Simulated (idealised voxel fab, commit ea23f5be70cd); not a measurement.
Herein follows the process module entitled voxel ribs on slabs.
Each square cell in cross-section cut measures 5 nm, and the section as a whole is 295 nm wide.
Just so we're on the same page, the cross-sections are grids of square cells, and they're listed out in bands top to bottom, each band one or more rows deep.
Top height, bottom height, nm. Materials left to right, width each, nm. Single material + "full width" = fills band edge to edge. "blank" = empty.
All heights in this document are referenced to 0, defined as the level beneath which the wafer, as received, consists entirely of one material. The lowest band is not bounded below; it extends indefinitely downward and is written in the form "z 0 and below".
Quick explanation for "30..40": the width changes in equal steps down the rows of cells, from the first number in the band's top row to the second number in its bottom row.
"nothing changed" for a step: no cell of the cross-section changed in that step.
So "Closed empty spaces" is basically the list of trapped voids: any empty space of 8 cells or more that can't reach the top through an opening. They're written width x height at distance, the distance being from the left edge, and it's all nm.
What comes after the settings on a step's line is commentary from the simulator itself on that step.
A step's line can hold "overlay nm"; with a mask on that step, the setting says how far right of the planned place the mask lay, while a negative setting says it lay to the left.
[Steps in the process plan]
- 1: RECEIVE [material Si]
- 2: DIRECTIONAL_DEP [material SiO2] [thk nm 30]
- 3: DIRECTIONAL_DEP [material SiN] [thk nm 25]
- 4: DIRECTIONAL_DEP [material aC] [thk nm 15]
- 5: PATTERN [tone cover] [mask id RIB] [material resist] [width nm 15] [thk nm 30] [overlay nm 0]
- 6: DIRECTIONAL_ETCH [etch materials aC] [depth nm 15]
- 7: STRIP [etch materials resist]
- 8: DIRECTIONAL_ETCH [etch materials SiN] [depth nm 20]
- 9: STRIP [etch materials aC]
- 10: MASKED_ETCH [tone cover] [mask id SLAB] [width nm 55] [etch materials SiN] [depth nm 5] [overlay nm 0]
- 11: FILL_DEP [material SiO2] [thk nm 30]
- 12: CMP [height nm 75]
- 13: DIRECTIONAL_DEP [material W] [thk nm 5]
- 14: DIRECTIONAL_DEP [material aC] [thk nm 15]
- 15: PATTERN [tone cover] [mask id HEATER] [material resist] [width nm 25] [thk nm 30] [overlay nm 0]
- 16: DIRECTIONAL_ETCH [etch materials aC] [depth nm 15]
- 17: STRIP [etch materials resist]
- 18: DIRECTIONAL_ETCH [etch materials W] [depth nm 5]
- 19: STRIP [etch materials aC]
- 20: CONFORMAL_DEP [material SiN] [thk nm 5]
[First wafer, two in total, run as planned]
[So this is the incoming wafer in cross-section - it's already been through step 1]
z 0 and below | Si full width
Closed empty spaces: none
[after step 2]
z 30 to 0 | SiO2 full width
Under the height 0 nothing was changed.
[after step 3]
z 55 to 30 | SiN full width
Under the height 30 nothing was changed.
[after step 4]
z 70 to 55 | aC full width
Under the height 55 nothing was changed.
[after step 5]
z 100 to 70 | blank=140, resist=15, blank=140
Under the height 70 nothing was changed.
[after step 6]
z 85 to 70 | blank=140, resist=15, blank=140
z 70 to 55 | blank=140, aC=15, blank=140
Under the height 55 nothing was changed.
[after step 7]
z 70 to 55 | blank=140, aC=15, blank=140
Under the height 55 nothing was changed.
[after step 8]
z 70 to 55 | blank=140, aC=15, blank=140
z 55 to 35 | blank=140, SiN=15, blank=140
Under the height 35 nothing was changed.
[after step 9]
z 55 to 35 | blank=140, SiN=15, blank=140
Under the height 35 nothing was changed.
[after step 10]
z 55 to 35 | blank=140, SiN=15, blank=140
z 35 to 30 | blank=120, SiN=55, blank=120
Under the height 30 nothing was changed.
[after step 11]
z 85 to 55 | SiO2 full width
z 55 to 35 | SiO2=140, SiN=15, SiO2=140
z 35 to 30 | SiO2=120, SiN=55, SiO2=120
Under the height 30 nothing was changed.
[after step 12]
z 75 to 55 | SiO2 full width
Under the height 55 nothing was changed.
[after step 13]
z 80 to 75 | W full width
Under the height 75 nothing was changed.
[after step 14]
z 95 to 80 | aC full width
Under the height 80 nothing was changed.
[after step 15]
z 125 to 95 | blank=135, resist=25, blank=135
Under the height 95 nothing was changed.
[after step 16]
z 110 to 95 | blank=135, resist=25, blank=135
z 95 to 80 | blank=135, aC=25, blank=135
Under the height 80 nothing was changed.
[after step 17]
z 95 to 80 | blank=135, aC=25, blank=135
Under the height 80 nothing was changed.
[after step 18]
z 95 to 80 | blank=135, aC=25, blank=135
z 80 to 75 | blank=135, W=25, blank=135
Under the height 75 nothing was changed.
[after step 19]
z 80 to 75 | blank=135, W=25, blank=135
Under the height 75 nothing was changed.
[after step 20]
z 85 to 80 | blank=130, SiN=35, blank=130
z 80 to 75 | SiN=135, W=25, SiN=135
Under the height 75 nothing was changed.
[Second wafer. Start and plan as for the first. One mistake made in running. Agrees with the first up to and including step 2]
[Here is the second wafer in cross-section at the point where step 3 of the plan should have been done]
z 45 to 30 | aC full width
Under the height 30 nothing was changed.
[Here is the second wafer in cross-section at the point where step 4 of the plan should have been done]
z 70 to 45 | SiN full width
Under the height 45 nothing was changed.
[Here is the second wafer in cross-section at the point where step 5 of the plan should have been done]
z 100 to 70 | blank=140, resist=15, blank=140
Under the height 70 nothing was changed.
[Here is the second wafer in cross-section at the point where step 6 of the plan should have been done]
z 85 to 70 | blank=140, resist=15, blank=140
Under the height 70 nothing was changed.
[Here is the second wafer in cross-section at the point where step 7 of the plan should have been done]
z 70 to 45 | SiN full width
Under the height 45 nothing was changed.
[Here is the second wafer in cross-section at the point where step 8 of the plan should have been done]
z 50 to 45 | SiN full width
Under the height 45 nothing was changed.
Here is the second wafer in cross-section at the point where step 9 of the plan should have been done: nothing changed
[Here is the second wafer in cross-section at the point where step 10 of the plan should have been done]
z 50 to 45 | blank=120, SiN=55, blank=120
Under the height 45 nothing was changed.
[Here is the second wafer in cross-section at the point where step 11 of the plan should have been done]
z 80 to 50 | SiO2 full width
z 50 to 45 | SiO2=120, SiN=55, SiO2=120
Under the height 45 nothing was changed.
[Here is the second wafer in cross-section at the point where step 12 of the plan should have been done]
z 75 to 50 | SiO2 full width
Under the height 50 nothing was changed.
[Here is the second wafer in cross-section at the point where step 13 of the plan should have been done]
z 80 to 75 | W full width
Under the height 75 nothing was changed.
[Here is the second wafer in cross-section at the point where step 14 of the plan should have been done]
z 95 to 80 | aC full width
Under the height 80 nothing was changed.
[Here is the second wafer in cross-section at the point where step 15 of the plan should have been done]
z 125 to 95 | blank=135, resist=25, blank=135
Under the height 95 nothing was changed.
[Here is the second wafer in cross-section at the point where step 16 of the plan should have been done]
z 110 to 95 | blank=135, resist=25, blank=135
z 95 to 80 | blank=135, aC=25, blank=135
Under the height 80 nothing was changed.
[Here is the second wafer in cross-section at the point where step 17 of the plan should have been done]
z 95 to 80 | blank=135, aC=25, blank=135
Under the height 80 nothing was changed.
[Here is the second wafer in cross-section at the point where step 18 of the plan should have been done]
z 95 to 80 | blank=135, aC=25, blank=135
z 80 to 75 | blank=135, W=25, blank=135
Under the height 75 nothing was changed.
[Here is the second wafer in cross-section at the point where step 19 of the plan should have been done]
z 80 to 75 | blank=135, W=25, blank=135
Under the height 75 nothing was changed.
[Here is the second wafer in cross-section at the point where step 20 of the plan should have been done]
z 85 to 80 | blank=130, SiN=35, blank=130
z 80 to 75 | SiN=135, W=25, SiN=135
Under the height 75 nothing was changed.
Against the plan, the run slipped here: so 3 and 4 got swapped relative to the plan, each ran where the other was supposed to
Final comparison by cell count, materials where the second wafer has more or fewer than the first: 12 fewer of SiN; 165 fewer of SiO2; 177 more of aC
